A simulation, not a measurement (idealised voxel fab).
process module | voxel ribs on slabs
cross-section cut | 230 nm wide | cells 5 nm
A cross-section is a grid of square cells, given in bands from the top down. A band is one or more rows of cells.
Each band's line starts with the height of the band's top and of its bottom, in nm. Then come its materials from left to right, each with its width in nm. One material with "throughout" fills the band from edge to edge. "air" is empty space.
Height 0 is the level under which the wafer as received is all one material. The lowest band goes on downwards, as in "0 down".
A width such as "30 to 40" changes by the same amount from each row of cells to the next, from the band's top row to its bottom row.
"no change" after a step means that no cell of the cross-section changed.
closed voids: empty space of 8 cells or more with no open way to the top, each as width x height at its distance from the left edge, in nm
after a step's settings: what the simulator itself notes on the step
overlay nm, on a step with a mask: how far to the right of its planned place the mask lay; to the left if negative
plan
1 op RECEIVE | material Si
2 op DIRECTIONAL_DEP | material SiO2 | thk nm 25
3 op DIRECTIONAL_DEP | material SiN | thk nm 20
4 op MASKED_ETCH | tone cover | mask id RIB | width nm 20 | etch materials SiN | depth nm 10 | overlay nm 0
5 op PATTERN | tone cover | mask id SLAB | material resist | width nm 80 | thk nm 15 | overlay nm 0
6 op DIRECTIONAL_ETCH | etch materials SiN | depth nm 10
7 op STRIP | etch materials resist
8 op FILL_DEP | material SiO2 | thk nm 30
9 op CMP | height nm 65
10 op DIRECTIONAL_DEP | material TiN | thk nm 5
11 op PATTERN | tone cover | mask id HEATER | material resist | width nm 30 | thk nm 20 | overlay nm 0
12 op DIRECTIONAL_ETCH | etch materials TiN | depth nm 5
13 op STRIP | etch materials resist
14 op CONFORMAL_DEP | material SiO2 | thk nm 10
as received, after step 1
  0 down: Si throughout
  closed voids: none
first wafer at the end, as planned
  80 to 75: air 90 | SiO2 50 | air 90
  75 to 70: SiO2 throughout
  70 to 65: SiO2 100 | TiN 30 | SiO2 100
  65 to 45: SiO2 throughout
  45 to 35: SiO2 105 | SiN 20 | SiO2 105
  35 to 25: SiO2 75 | SiN 80 | SiO2 75
  25 to 0: SiO2 throughout
  0 down: Si throughout
  closed voids: none
second wafer at the end: like start, like plan, one mistake
  80 to 75: air 90 | SiO2 50 | air 90
  75 to 70: SiO2 throughout
  70 to 65: SiO2 100 | TiN 30 | SiO2 100
  65 to 45: SiO2 throughout
  45 to 35: SiO2 95 | SiN 20 | SiO2 115
  35 to 25: SiO2 75 | SiN 80 | SiO2 75
  25 to 0: SiO2 throughout
  0 down: Si throughout
  closed voids: none
what went wrong: step 4 ran as: op MASKED_ETCH | tone cover | mask id RIB | width nm 20 | etch materials SiN | depth nm 10 | overlay nm -10
at the end the second wafer has, in cells: as many of each material as the first, in other places
